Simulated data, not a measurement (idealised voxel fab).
You're looking at the process module voxel lift off.
In the cross-section labelled cut, the width is 215 nm and each square cell is 5 nm.
Cross-section spec: square-cell grid; bands listed top down; each band is one or more rows. Top, bottom (nm), then materials left to right with widths (nm); lone material tagged "throughout" fills the whole band edge to edge; "empty" = empty space. Ref level 0: as-received wafer is one material below here. Bottom band extends down with no lower bound ("0 and below"). The expression "30 to 40" gives the width at the extremes of the band, the first number at its top row of cells and the second at its bottom row, with the width changing by equal amounts from each row to the next in between. Any step labelled "nothing got changed" changed none of the cells in the cross-section. Closed empty spaces (no open way to the top) of 8 cells or more are what "Cavities, sealed" lists, each as width x height at distance from the left edge, nm for all three. That trailing text on a step's line, after the settings, is the simulator's own remark on the step. "overlay nm", when on a step's line for a step with a mask, measures how far to the right of its planned place the mask lay; a negative measure means to the left.
List of planned process steps
1) RECEIVE (material Si)
2) CONFORMAL_DEP (material SiN; thk nm 5)
3) PATTERN (tone open; mask id LINES; material resist; width nm 20; pitch nm 45; thk nm 20; overlay nm 0)
4) DIRECTIONAL_DEP (material Ru; thk nm 5)
5) STRIP (etch materials resist)
6) CONFORMAL_DEP (material SiCN; thk nm 5)
as received, after step 1
	0 and below | Si throughout
	Cavities, sealed: none
Cross-section, first of two wafers, end of module, run as planned
	15 down to 10 | 45 empty; 30 SiCN; 15 empty; 30 SiCN; 15 empty; 30 SiCN; 50 empty
	10 down to 5 | 50 SiCN; 20 Ru; 25 SiCN; 20 Ru; 25 SiCN; 20 Ru; 55 SiCN
	5 down to 0 | SiN throughout
	0 and below | Si throughout
	Cavities, sealed: none
Cross-section at end of module for the second wafer of two, which matched the first in starting point and plan and differed by one mistake in its processing
	15 down to 10 | 45 empty; 30 SiN; 15 empty; 30 SiN; 15 empty; 30 SiN; 50 empty
	10 down to 5 | 50 SiN; 20 Ru; 25 SiN; 20 Ru; 25 SiN; 20 Ru; 55 SiN
	5 down to 0 | SiN throughout
	0 and below | Si throughout
	Cavities, sealed: none
Run error: step 6 ran as: CONFORMAL_DEP (material SiN; thk nm 5)
The final cell counts differ between the wafers, with the second having more or fewer of some materials than the first: -49 SiCN | +49 SiN
